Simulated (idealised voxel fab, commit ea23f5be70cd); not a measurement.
A process module follows: voxel double patterning.
FYI the section here is cut, 240 nm wide, cells are 5 nm squares.
A cross-section is written here as square cells arranged in a grid, and it is given in bands from the top down, each band taking up one or more rows of cells. Each band's line starts with the height of the band's top and of its bottom, in nm. Then come its materials from left to right, each with its width in nm. One material with "everywhere" fills the band from edge to edge. "empty" is empty space. Where do heights start? At 0: under that level the wafer as delivered is made of one material only. And the lowest band has no floor; it just carries on downward, as in "0 -> down". The notation "30 to 40" denotes a width that varies across the rows of cells in the band, beginning at the first number in the top row, finishing at the second number in the bottom row, and changing by an identical amount from each row to the next. What does "no change" mean for a step? It means no cell of the cross-section changed in that step. "Enclosed void entries" specifies each empty space that is not open to the top and that occupies no fewer than 8 cells, using the form width x height at distance, the distance measured from the left edge and all three quantities in nm. Past the settings on a step's line: simulator remark, on that step. overlay nm: where the mask lay relative to plan, measured to the right, on steps with a mask; negatives go left.

## Process steps (planned)
- 1: RECEIVE [material Si]
- 2: CONFORMAL_DEP [material SiO2] [thk nm 10]
- 3: DIRECTIONAL_DEP [material W] [thk nm 15]
- 4: DIRECTIONAL_DEP [material SiCN] [thk nm 5]
- 5: PATTERN [tone open] [mask id FIRST] [material resist] [width nm 15] [pitch nm 50] [thk nm 15] [overlay nm 0]
- 6: DIRECTIONAL_ETCH [etch materials SiCN] [depth nm 5]
- 7: STRIP [etch materials resist]
- 8: MASKED_ETCH [tone open] [mask id SECOND] [width nm 15] [pitch nm 50] [etch materials SiCN] [depth nm 5] [overlay nm 0]
- 9: DIRECTIONAL_ETCH [etch materials W] [depth nm 15]
- 10: STRIP [etch materials SiCN]

## Received-state cross-section, reflecting completion of step 1
	0 -> down = Si everywhere
	Enclosed void entries: none

## Here's the cross-section of the first of our two wafers at the end of the module - it ran as planned
	25 -> 10 = 60 nm W  15 nm empty  10 nm W  15 nm empty  10 nm W  15 nm empty  10 nm W  15 nm empty  10 nm W  15 nm empty  65 nm W
	10 -> 0 = SiO2 everywhere
	0 -> down = Si everywhere
	Enclosed void entries: none

## So this is wafer number two of the two, cut at the end of the module - it started where the first did and had the same plan, we just got one thing wrong running it
	25 -> 10 = 60 nm W  15 nm empty  5 nm W  15 nm empty  15 nm W  15 nm empty  5 nm W  15 nm empty  15 nm W  15 nm empty  65 nm W
	10 -> 0 = SiO2 everywhere
	0 -> down = Si everywhere
	Enclosed void entries: none
what went wrong: step 8 was not run as planned; what actually ran was MASKED_ETCH [tone open] [mask id SECOND] [width nm 15] [pitch nm 50] [etch materials SiCN] [depth nm 5] [overlay nm -5]
Upon completion, the cell count for each material on the second wafer equals that on the first, whereas the spatial distribution of those cells differs.
